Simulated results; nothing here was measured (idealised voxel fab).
voxel air gaps: a process module
Displayed cross-section: cut, width of 280 nm, square cells sized 5 nm.
Throughout this document, each cross-section is represented as a grid of square cells and is presented as a sequence of bands enumerated from the top downward, where a band comprises one or more rows of cells.
Band: top and bottom heights (nm) first, top before bottom; then materials from left to right, widths in nm. "edge to edge" marks a sole material filling the band edge to edge. "air" denotes empty space.
Beneath 0, the wafer as received is one material, and that level is where height counting begins. The lowest band goes on downward without a bottom; it is written like "0 -> down".
Note: "30..40" means the width goes from the first number (top row of the band) to the second number (bottom row) in equal steps per row of cells.
"no modification", as given for a step, is the statement that not any cell of the cross-section underwent a change during that step.
The entry "Closed empty spaces" lists the empty spaces that cover at least 8 cells and have no open path to the top. Each is written as width x height at distance, where the distance is measured from the left edge and all three values are in nm.
Text after the settings on a step's line: the simulator's own remark on that step.
The optional step-line setting "overlay nm" applies to steps with a mask and quantifies how far to the right of its planned location the mask lay, a negative value indicating leftward placement.
THE PLANNED PROCESS STEPS ARE ENUMERATED HEREUNDER
1 RECEIVE,material Si
2 CONFORMAL_DEP,material SiO2,thk nm 15
3 CONFORMAL_DEP,material SiCN,thk nm 5
4 DIRECTIONAL_DEP,material SiO2,thk nm 30
5 DIRECTIONAL_DEP,material aC,thk nm 10
6 PATTERN,tone open,mask id LINES,material resist,width nm 15,pitch nm 40,thk nm 30,overlay nm 0
7 DIRECTIONAL_ETCH,etch materials aC,depth nm 10
8 STRIP,etch materials resist
9 DIRECTIONAL_ETCH,etch materials SiO2,depth nm 30
10 STRIP,etch materials aC
11 CONFORMAL_DEP,material TiN,thk nm 5
12 FILL_DEP,material Cu,thk nm 5
13 CMP,height nm 50
14 EPI,material Ru,thk nm 10
15 SELECTIVE_ETCH,etch materials SiO2,depth nm 40
16 CONFORMAL_DEP,material SiCN,thk nm 5
RECEIVED-STATE CROSS-SECTION, REFLECTING COMPLETION OF STEP 1
0 -> down: Si edge to edge
Closed empty spaces: none
CROSS-SECTION, END OF MODULE. START: AS ABOVE. PLAN: AS ABOVE. EXECUTION: ONE MISTAKE
65 -> 60: 60 air, 165 SiCN, 55 air
60 -> 50: 60 air, 5 SiCN, 35 Ru, 5 SiCN, 35 Ru, 5 SiCN, 35 Ru, 5 SiCN, 35 Ru, 5 SiCN, 55 air
50 -> 45: 60 air, 15 SiCN, 5 TiN, 5 Cu, 5 TiN, 25 SiCN, 5 TiN, 5 Cu, 5 TiN, 25 SiCN, 5 TiN, 5 Cu, 5 TiN, 25 SiCN, 5 TiN, 5 Cu, 5 TiN, 15 SiCN, 55 air
45 -> 25: 70 air, 5 SiCN, 5 TiN, 5 Cu, 5 TiN, 5 SiCN, 15 air, 5 SiCN, 5 TiN, 5 Cu, 5 TiN, 5 SiCN, 15 air, 5 SiCN, 5 TiN, 5 Cu, 5 TiN, 5 SiCN, 15 air, 5 SiCN, 5 TiN, 5 Cu, 5 TiN, 5 SiCN, 65 air
25 -> 20: 75 SiCN, 15 TiN, 25 SiCN, 15 TiN, 25 SiCN, 15 TiN, 25 SiCN, 15 TiN, 70 SiCN
20 -> 15: SiCN edge to edge
15 -> 0: SiO2 edge to edge
0 -> down: Si edge to edge
Closed empty spaces: 15 x 20 at 95; 15 x 20 at 135; 15 x 20 at 175
Error vs. plan: it should be noted that step 6 was executed with settings other than those planned, the operation and settings actually applied being PATTERN,tone open,mask id LINES,material resist,width nm 15,pitch nm 40,thk nm 30,overlay nm 5
